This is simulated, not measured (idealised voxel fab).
This is a process module. Its name is voxel self aligned contacts.
The cross-section on display is named cut; it measures 200 nm wide, and its cells are 5 nm squares.
This document writes a cross-section as a grid whose cells are square, and gives it as bands, listed from the top down; one or more rows of cells form a band.
In this notation a band is specified by the heights of its top and bottom, in that order and in nm, after which its materials appear from left to right, each paired with its width in nm. The word "throughout" attached to a single material means that material fills the band from edge to edge; the word "empty" stands for empty space.
Beneath 0, the wafer as received is one material, and that level is where height counting begins. The lowest band goes on downward without a bottom; it is written like "0 -> down".
Top row gets the first number, bottom row gets the second, and each row in between changes by the same step: that is how a band width like "30->40" works.
Basically "remains unaltered" means that step didn't change any cell in the cross-section.
Look at "Encapsulated voids" for the closed voids: empty spaces with no open path to the top, sized 8 cells or up. Each is width x height at distance, distance from the left edge, all nm.
after a step's settings: what the simulator itself notes on the step
Regarding "overlay nm": on a step with a mask, it is the distance the mask lay to the right of its planned place; a negative value places it to the left.
These are the steps we planned for the process
1: RECEIVE,material Si
2: CONFORMAL_DEP,material SiO2,thk nm 5
3: DIRECTIONAL_DEP,material polySi,thk nm 30
4: DIRECTIONAL_DEP,material SiN,thk nm 20
5: DIRECTIONAL_DEP,material aC,thk nm 15
6: PATTERN,tone cover,mask id GATE,material resist,width nm 35,pitch nm 60,thk nm 35,overlay nm 0
7: DIRECTIONAL_ETCH,etch materials aC,depth nm 15
8: STRIP,etch materials resist
9: DIRECTIONAL_ETCH,etch materials SiN,depth nm 20
10: DIRECTIONAL_ETCH,etch materials polySi,depth nm 30
11: STRIP,etch materials aC
12: CONFORMAL_DEP,material SiN,thk nm 5
13: DIRECTIONAL_ETCH,etch materials SiN,depth nm 5
14: FILL_DEP,material SiO2,thk nm 15
15: CMP,height nm 60
16: MASKED_ETCH,tone open,mask id CONTACT,width nm 45,pitch nm 60,etch materials SiO2,depth nm 60,overlay nm 0
17: CONFORMAL_DEP,material TiN,thk nm 5
18: FILL_DEP,material Ru,thk nm 10
19: CMP,height nm 60
20: CONFORMAL_DEP,material SiCN,thk nm 5
The first of a set of two wafers, run to plan
Cross-section of the wafer upon arrival, representing the state reached after step 1
> 0 -> down | Si throughout
> Encapsulated voids: none
After step 2, in cross-section
> 5 -> 0 | SiO2 throughout
> Note: structure below 0 unchanged.
After step 3, in cross-section
> 35 -> 5 | polySi throughout
> Note: structure below 5 unchanged.
After step 4, in cross-section
> 55 -> 35 | SiN throughout
> Note: structure below 35 unchanged.
After step 5, in cross-section
> 70 -> 55 | aC throughout
> Note: structure below 55 unchanged.
After step 6, in cross-section
> 105 -> 70 | empty (20)  resist (35)  empty (25)  resist (35)  empty (25)  resist (35)  empty (25)
> Note: structure below 70 unchanged.
After step 7, in cross-section
> 90 -> 70 | empty (20)  resist (35)  empty (25)  resist (35)  empty (25)  resist (35)  empty (25)
> 70 -> 55 | empty (20)  aC (35)  empty (25)  aC (35)  empty (25)  aC (35)  empty (25)
> Note: structure below 55 unchanged.
After step 8, in cross-section
> 70 -> 55 | empty (20)  aC (35)  empty (25)  aC (35)  empty (25)  aC (35)  empty (25)
> Note: structure below 55 unchanged.
After step 9, in cross-section
> 70 -> 55 | empty (20)  aC (35)  empty (25)  aC (35)  empty (25)  aC (35)  empty (25)
> 55 -> 35 | empty (20)  SiN (35)  empty (25)  SiN (35)  empty (25)  SiN (35)  empty (25)
> Note: structure below 35 unchanged.
After step 10, in cross-section
> 70 -> 55 | empty (20)  aC (35)  empty (25)  aC (35)  empty (25)  aC (35)  empty (25)
> 55 -> 35 | empty (20)  SiN (35)  empty (25)  SiN (35)  empty (25)  SiN (35)  empty (25)
> 35 -> 5 | empty (20)  polySi (35)  empty (25)  polySi (35)  empty (25)  polySi (35)  empty (25)
> Note: structure below 5 unchanged.
After step 11, in cross-section
> 55 -> 35 | empty (20)  SiN (35)  empty (25)  SiN (35)  empty (25)  SiN (35)  empty (25)
> Note: structure below 35 unchanged.
After step 12, in cross-section
> 60 -> 35 | empty (15)  SiN (45)  empty (15)  SiN (45)  empty (15)  SiN (45)  empty (20)
> 35 -> 10 | empty (15)  SiN (5)  polySi (35)  SiN (5)  empty (15)  SiN (5)  polySi (35)  SiN (5)  empty (15)  SiN (5)  polySi (35)  SiN (5)  empty (20)
> 10 -> 5 | SiN (20)  polySi (35)  SiN (25)  polySi (35)  SiN (25)  polySi (35)  SiN (25)
> Note: structure below 5 unchanged.
After step 13, in cross-section
> 55 -> 35 | empty (15)  SiN (45)  empty (15)  SiN (45)  empty (15)  SiN (45)  empty (20)
> 35 -> 5 | empty (15)  SiN (5)  polySi (35)  SiN (5)  empty (15)  SiN (5)  polySi (35)  SiN (5)  empty (15)  SiN (5)  polySi (35)  SiN (5)  empty (20)
> Note: structure below 5 unchanged.
After step 14, in cross-section
> 70 -> 55 | SiO2 throughout
> 55 -> 35 | SiO2 (15)  SiN (45)  SiO2 (15)  SiN (45)  SiO2 (15)  SiN (45)  SiO2 (20)
> 35 -> 5 | SiO2 (15)  SiN (5)  polySi (35)  SiN (5)  SiO2 (15)  SiN (5)  polySi (35)  SiN (5)  SiO2 (15)  SiN (5)  polySi (35)  SiN (5)  SiO2 (20)
> Note: structure below 5 unchanged.
After step 15, in cross-section
> 60 -> 55 | SiO2 throughout
> Note: structure below 55 unchanged.
After step 16, in cross-section
> 60 -> 55 | SiO2 (45)  empty (45)  SiO2 (15)  empty (45)  SiO2 (50)
> 55 -> 35 | SiO2 (15)  SiN (45)  empty (15)  SiN (45)  empty (15)  SiN (45)  SiO2 (20)
> 35 -> 5 | SiO2 (15)  SiN (5)  polySi (35)  SiN (5)  empty (15)  SiN (5)  polySi (35)  SiN (5)  empty (15)  SiN (5)  polySi (35)  SiN (5)  SiO2 (20)
> 5 -> 0 | SiO2 (60)  empty (15)  SiO2 (45)  empty (15)  SiO2 (65)
> Note: structure below 0 unchanged.
After step 17, in cross-section
> 65 -> 60 | TiN (50)  empty (35)  TiN (25)  empty (35)  TiN (55)
> 60 -> 55 | SiO2 (45)  TiN (20)  empty (5)  TiN (20)  SiO2 (15)  TiN (20)  empty (5)  TiN (20)  SiO2 (50)
> 55 -> 35 | SiO2 (15)  SiN (45)  TiN (5)  empty (5)  TiN (5)  SiN (45)  TiN (5)  empty (5)  TiN (5)  SiN (45)  SiO2 (20)
> 35 -> 5 | SiO2 (15)  SiN (5)  polySi (35)  SiN (5)  TiN (5)  empty (5)  TiN (5)  SiN (5)  polySi (35)  SiN (5)  TiN (5)  empty (5)  TiN (5)  SiN (5)  polySi (35)  SiN (5)  SiO2 (20)
> 5 -> 0 | SiO2 (60)  TiN (15)  SiO2 (45)  TiN (15)  SiO2 (65)
> Note: structure below 0 unchanged.
After step 18, in cross-section
> 75 -> 65 | Ru throughout
> 65 -> 60 | TiN (50)  Ru (35)  TiN (25)  Ru (35)  TiN (55)
> 60 -> 55 | SiO2 (45)  TiN (20)  Ru (5)  TiN (20)  SiO2 (15)  TiN (20)  Ru (5)  TiN (20)  SiO2 (50)
> 55 -> 35 | SiO2 (15)  SiN (45)  TiN (5)  Ru (5)  TiN (5)  SiN (45)  TiN (5)  Ru (5)  TiN (5)  SiN (45)  SiO2 (20)
> 35 -> 5 | SiO2 (15)  SiN (5)  polySi (35)  SiN (5)  TiN (5)  Ru (5)  TiN (5)  SiN (5)  polySi (35)  SiN (5)  TiN (5)  Ru (5)  TiN (5)  SiN (5)  polySi (35)  SiN (5)  SiO2 (20)
> Note: structure below 5 unchanged.
After step 19, in cross-section
> 60 -> 55 | SiO2 (45)  TiN (20)  Ru (5)  TiN (20)  SiO2 (15)  TiN (20)  Ru (5)  TiN (20)  SiO2 (50)
> Note: structure below 55 unchanged.
After step 20, in cross-section
> 65 -> 60 | SiCN throughout
> Note: structure below 60 unchanged.
Second of two: same start, same plan, one run error; steps up to and including 15 match the first
Second wafer at the planned finish of step 16, seen in cross-section
> 60 -> 55 | SiO2 (50)  empty (40)  SiO2 (20)  empty (40)  SiO2 (50)
> 55 -> 35 | SiO2 (15)  SiN (45)  empty (15)  SiN (45)  empty (15)  SiN (45)  SiO2 (20)
> 35 -> 5 | SiO2 (15)  SiN (5)  polySi (35)  SiN (5)  empty (15)  SiN (5)  polySi (35)  SiN (5)  empty (15)  SiN (5)  polySi (35)  SiN (5)  SiO2 (20)
> 5 -> 0 | SiO2 (60)  empty (15)  SiO2 (45)  empty (15)  SiO2 (65)
> Note: structure below 0 unchanged.
Second wafer at the planned finish of step 17, seen in cross-section
> 65 -> 60 | TiN (55)  empty (30)  TiN (30)  empty (30)  TiN (55)
> 60 -> 55 | SiO2 (50)  TiN (15)  empty (5)  TiN (20)  SiO2 (20)  TiN (15)  empty (5)  TiN (20)  SiO2 (50)
> 55 -> 35 | SiO2 (15)  SiN (45)  TiN (5)  empty (5)  TiN (5)  SiN (45)  TiN (5)  empty (5)  TiN (5)  SiN (45)  SiO2 (20)
> 35 -> 5 | SiO2 (15)  SiN (5)  polySi (35)  SiN (5)  TiN (5)  empty (5)  TiN (5)  SiN (5)  polySi (35)  SiN (5)  TiN (5)  empty (5)  TiN (5)  SiN (5)  polySi (35)  SiN (5)  SiO2 (20)
> 5 -> 0 | SiO2 (60)  TiN (15)  SiO2 (45)  TiN (15)  SiO2 (65)
> Note: structure below 0 unchanged.
Second wafer at the planned finish of step 18, seen in cross-section
> 75 -> 65 | Ru throughout
> 65 -> 60 | TiN (55)  Ru (30)  TiN (30)  Ru (30)  TiN (55)
> 60 -> 55 | SiO2 (50)  TiN (15)  Ru (5)  TiN (20)  SiO2 (20)  TiN (15)  Ru (5)  TiN (20)  SiO2 (50)
> 55 -> 35 | SiO2 (15)  SiN (45)  TiN (5)  Ru (5)  TiN (5)  SiN (45)  TiN (5)  Ru (5)  TiN (5)  SiN (45)  SiO2 (20)
> 35 -> 5 | SiO2 (15)  SiN (5)  polySi (35)  SiN (5)  TiN (5)  Ru (5)  TiN (5)  SiN (5)  polySi (35)  SiN (5)  TiN (5)  Ru (5)  TiN (5)  SiN (5)  polySi (35)  SiN (5)  SiO2 (20)
> Note: structure below 5 unchanged.
Second wafer at the planned finish of step 19, seen in cross-section
> 60 -> 55 | SiO2 (50)  TiN (15)  Ru (5)  TiN (20)  SiO2 (20)  TiN (15)  Ru (5)  TiN (20)  SiO2 (50)
> Note: structure below 55 unchanged.
Second wafer at the planned finish of step 20, seen in cross-section
> 65 -> 60 | SiCN throughout
> Note: structure below 60 unchanged.
Finding, execution versus plan: it should be noted that step 16 was executed with settings other than those planned, the operation and settings actually applied being MASKED_ETCH,tone open,mask id CONTACT,width nm 40,pitch nm 60,etch materials SiO2,depth nm 60,overlay nm 0
Wrapping up, a cell-based count of both wafers puts the second over or under the first for these materials: SiO2 +2 | TiN -2
